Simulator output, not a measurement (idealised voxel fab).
Proc. module: voxel released beams
Section shown: cut. Width: 290 nm. Cell size: 5 nm, square.
Heads up, the way a cross-section reads in here is a grid of square cells, handed over as bands from the top down, with every band being one or more rows of cells. In this notation a band is specified by the heights of its top and bottom, in that order and in nm, after which its materials appear from left to right, each paired with its width in nm. The word "edge to edge" attached to a single material means that material fills the band from edge to edge; the word "air" stands for empty space. Height datum 0, below which the as-received substrate wafer is one material. Lowest band open at the bottom, running downward: "0 -> down". Note: "30..40" means the width goes from the first number (top row of the band) to the second number (bottom row) in equal steps per row of cells. "stayed the same", as given for a step, is the statement that not any cell of the cross-section underwent a change during that step. Voids not open to the top, 8 cells minimum: see "Closed cavity list". Written width x height at distance; distance is from the left edge; nm. Past the settings on a step's line: simulator remark, on that step. overlay nm: on a step with a mask, how far right of its planned place the mask lay; negative means left.
## Intended process steps
1. RECEIVE, material Si
2. CONFORMAL_DEP, material Al2O3, thk nm 5
3. DIRECTIONAL_DEP, material SiO2, thk nm 15
4. PATTERN, tone open, mask id ANCHOR, material resist, width nm 25, thk nm 15, overlay nm 0
5. DIRECTIONAL_ETCH, etch materials SiO2, depth nm 15
6. STRIP, etch materials resist
7. CONFORMAL_DEP, material polySi, thk nm 10
8. MASKED_ETCH, tone cover, mask id BEAM, width nm 95, etch materials polySi, depth nm 10, overlay nm 0
9. STRIP, etch materials SiO2
## Received-state cross-section, reflecting completion of step 1
    0 -> down: Si edge to edge
    Closed cavity list: none
## This is how the wafer looks in cross-section once the module is done, given the starting state and plan above and one mistake in carrying the plan out
    30 -> 20: air (95) | polySi (25) | air (5) | polySi (65) | air (100)
    20 -> 15: air (110) | polySi (10) | air (5) | polySi (10) | air (155)
    15 -> 5: air (110) | polySi (25) | air (155)
    5 -> 0: Al2O3 edge to edge
    0 -> down: Si edge to edge
    Closed cavity list: none
Deviation noted in wafer processing: off-plan run, step 4, actual operation and settings PATTERN, tone open, mask id ANCHOR, material resist, width nm 25, thk nm 15, overlay nm 10
